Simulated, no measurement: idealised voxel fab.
process module | voxel fin reveal
cross-section cut | 230 nm wide | cells 5 nm
A cross-section is a grid of square cells, given in bands from the top down. A band is one or more rows of cells.
Each band's line starts with the height of the band's top and of its bottom, in nm. Then come its materials from left to right, each with its width in nm. One material with "throughout" fills the band from edge to edge. "air" is empty space.
Height 0 is the level under which the wafer as received is all one material. The lowest band goes on downwards, as in "0 down".
A width such as "30 to 40" changes by the same amount from each row of cells to the next, from the band's top row to its bottom row.
"no change" after a step means that no cell of the cross-section changed.
closed voids: empty space of 8 cells or more with no open way to the top, each as width x height at its distance from the left edge, in nm
after a step's settings: what the simulator itself notes on the step
overlay nm, on a step with a mask: how far to the right of its planned place the mask lay; to the left if negative
plan
1 op RECEIVE | material Si
2 op CONFORMAL_DEP | material SiN | thk nm 5
3 op DIRECTIONAL_DEP | material aC | thk nm 10
4 op PATTERN | tone cover | mask id FINS | material resist | width nm 15 | pitch nm 40 | thk nm 25 | overlay nm 0
5 op DIRECTIONAL_ETCH | etch materials aC | depth nm 10
6 op STRIP | etch materials resist
7 op DIRECTIONAL_ETCH | etch materials SiN | depth nm 5
8 op DIRECTIONAL_ETCH | etch materials Si | depth nm 30
9 op STRIP | etch materials aC
10 op OXIDIZE | depth nm 5
11 op FILL_DEP | material SiO2 | thk nm 10
12 op CMP | height nm 5
13 op SELECTIVE_ETCH | etch materials SiO2 | depth nm 15
14 op STRIP | etch materials SiN
15 op CONFORMAL_DEP | material HfO2 | thk nm 5
first wafer, as planned
as received, after step 1
  0 down: Si throughout
  closed voids: none
after step 2
  5 to 0: SiN throughout
  below 0: unchanged
after step 3
  15 to 5: aC throughout
  below 5: unchanged
after step 4
  40 to 15: air 85 | resist 15 | air 25 | resist 15 | air 90
  below 15: unchanged
after step 5
  30 to 15: air 85 | resist 15 | air 25 | resist 15 | air 90
  15 to 5: air 85 | aC 15 | air 25 | aC 15 | air 90
  below 5: unchanged
after step 6
  15 to 5: air 85 | aC 15 | air 25 | aC 15 | air 90
  below 5: unchanged
after step 7
  15 to 5: air 85 | aC 15 | air 25 | aC 15 | air 90
  5 to 0: air 85 | SiN 15 | air 25 | SiN 15 | air 90
  below 0: unchanged
after step 8
  15 to 5: air 85 | aC 15 | air 25 | aC 15 | air 90
  5 to 0: air 85 | SiN 15 | air 25 | SiN 15 | air 90
  0 to -30: air 85 | Si 15 | air 25 | Si 15 | air 90
  below -30: unchanged
after step 9
  5 to 0: air 85 | SiN 15 | air 25 | SiN 15 | air 90
  below 0: unchanged
after step 10
  5 to 0: air 85 | SiN 15 | air 25 | SiN 15 | air 90
  0 to -30: air 85 | SiO2 5 | Si 5 | SiO2 5 | air 25 | SiO2 5 | Si 5 | SiO2 5 | air 90
  -30 to -35: SiO2 90 | Si 5 | SiO2 35 | Si 5 | SiO2 95
  below -35: unchanged
after step 11
  15 to 5: SiO2 throughout
  5 to 0: SiO2 85 | SiN 15 | SiO2 25 | SiN 15 | SiO2 90
  0 to -35: SiO2 90 | Si 5 | SiO2 35 | Si 5 | SiO2 95
  below -35: unchanged
after step 12
  5 to 0: SiO2 85 | SiN 15 | SiO2 25 | SiN 15 | SiO2 90
  below 0: unchanged
after step 13
  5 to 0: air 85 | SiN 15 | air 25 | SiN 15 | air 90
  0 to -10: air 90 | Si 5 | air 35 | Si 5 | air 95
  below -10: unchanged
after step 14
  0 to -10: air 90 | Si 5 | air 35 | Si 5 | air 95
  below -10: unchanged
after step 15
  5 to 0: air 85 | HfO2 15 | air 25 | HfO2 15 | air 90
  0 to -5: air 85 | HfO2 5 | Si 5 | HfO2 5 | air 25 | HfO2 5 | Si 5 | HfO2 5 | air 90
  -5 to -10: HfO2 90 | Si 5 | HfO2 35 | Si 5 | HfO2 95
  below -10: unchanged
second wafer: like start, like plan, one mistake. Through step 12 it matches the first wafer
when step 13 should have ended
  5 to 0: SiO2 85 | air 15 | SiO2 25 | air 15 | SiO2 90
  below 0: unchanged
when step 14 should have ended
  0 to -10: air 90 | Si 5 | air 35 | Si 5 | air 95
  -10 to -15: SiO2 70 | air 20 | Si 5 | air 35 | Si 5 | air 20 | SiO2 75
  below -15: unchanged
when step 15 should have ended
  5 to 0: air 85 | HfO2 15 | air 25 | HfO2 15 | air 90
  0 to -5: air 85 | HfO2 5 | Si 5 | HfO2 5 | air 25 | HfO2 5 | Si 5 | HfO2 5 | air 90
  -5 to -10: HfO2 75 | air 10 | HfO2 5 | Si 5 | HfO2 5 | air 25 | HfO2 5 | Si 5 | HfO2 5 | air 10 | HfO2 80
  -10 to -15: SiO2 70 | HfO2 20 | Si 5 | HfO2 35 | Si 5 | HfO2 20 | SiO2 75
  below -15: unchanged
what went wrong: steps 13 and 14 were swapped
at the end the second wafer has, in cells: 6 more of HfO2 | 15 fewer of SiO2
